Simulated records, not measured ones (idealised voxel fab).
voxel ribs on slabs: a process module
Displayed cross-section: cut, width of 175 nm, square cells sized 5 nm.
Bands, listed from the top down, are how a cross-section gets written in this document; the cross-section itself is a grid of square cells, and a band is one or more rows of them.
Read a band's entry like this: the first values are the height of its top and the height of its bottom in nm, and what follows is the sequence of materials from left to right, each with its width in nm. Note that "air" is empty space, and that a single material marked "everywhere" reaches across the band from edge to edge.
Ref level 0: as-received wafer is one material below here. Bottom band extends down with no lower bound ("0 -> down").
Width: "30 to 40" (first number = top row, second number = bottom row, same change from row to row of cells).
"left unchanged" -> step changed no cross-section cell.
Heads up: "Trapped cavities" only lists the empty pockets with no open path to the top that are 8 cells or more, and it writes them as width x height at distance, distance from the left edge, in nm.
Anything after a step's settings on that line? It's the simulator's own note about the step.
The line of a step may include "overlay nm". On a step with a mask, this value is how far to the right of its planned place the mask lay. A negative value means the mask lay to the left.
# Here's what the planned process steps look like
| 1 | RECEIVE [material Si] |
| 2 | DIRECTIONAL_DEP [material SiO2] [thk nm 25] |
| 3 | DIRECTIONAL_DEP [material SiN] [thk nm 15] |
| 4 | MASKED_ETCH [tone cover] [mask id RIB] [width nm 30] [etch materials SiN] [depth nm 10] [overlay nm 0] |
| 5 | DIRECTIONAL_DEP [material aC] [thk nm 10] |
| 6 | PATTERN [tone cover] [mask id SLAB] [material resist] [width nm 60] [thk nm 30] [overlay nm 0] |
| 7 | DIRECTIONAL_ETCH [etch materials aC] [depth nm 10] |
| 8 | STRIP [etch materials resist] |
| 9 | DIRECTIONAL_ETCH [etch materials SiN] [depth nm 5] |
| 10 | STRIP [etch materials aC] |
| 11 | FILL_DEP [material SiO2] [thk nm 20] |
| 12 | CMP [height nm 55] |
| 13 | DIRECTIONAL_DEP [material TiN] [thk nm 10] |
| 14 | MASKED_ETCH [tone cover] [mask id HEATER] [width nm 40] [etch materials TiN] [depth nm 5] [overlay nm 0] |
| 15 | CONFORMAL_DEP [material SiN] [thk nm 10] |
Among the wafers covered here, the point of difference is the depth nm at step 14; their starting state is shared, and the plan presents the value of the first wafer.
# Sectional view: first of several wafers, as received, after step 1
> 0 -> down  Si everywhere
> Trapped cavities: none
# Module finished, last step 15 done: cross-section of the first of several wafers
> 75 -> 70  air: 55, then SiN: 60, then air: 60
> 70 -> 65  SiN everywhere
> 65 -> 60  SiN: 65, then TiN: 40, then SiN: 70
> 60 -> 55  TiN everywhere
> 55 -> 40  SiO2 everywhere
> 40 -> 30  SiO2: 70, then SiN: 30, then SiO2: 75
> 30 -> 25  SiO2: 55, then SiN: 60, then SiO2: 60
> 25 -> 0  SiO2 everywhere
> 0 -> down  Si everywhere
> Trapped cavities: none
# Cross-section at module completion, last wafer
> 75 -> 65  air: 55, then SiN: 60, then air: 60
> 65 -> 55  SiN: 65, then TiN: 40, then SiN: 70
> 55 -> 40  SiO2 everywhere
> 40 -> 30  SiO2: 70, then SiN: 30, then SiO2: 75
> 30 -> 25  SiO2: 55, then SiN: 60, then SiO2: 60
> 25 -> 0  SiO2 everywhere
> 0 -> down  Si everywhere
> Trapped cavities: none
# End of module, by wafer: material-by-material cell gain (+) or loss (-) since receipt, then closed voids
depth nm 5 | +98 SiN | +361 SiO2 | +43 TiN | Trapped cavities: none
depth nm 10 | +102 SiN | +361 SiO2 | +16 TiN | Trapped cavities: none
depth nm 15 | +102 SiN | +361 SiO2 | +16 TiN | Trapped cavities: none
depth nm 20 | +102 SiN | +361 SiO2 | +16 TiN | Trapped cavities: none
depth nm 25 | +102 SiN | +361 SiO2 | +16 TiN | Trapped cavities: none
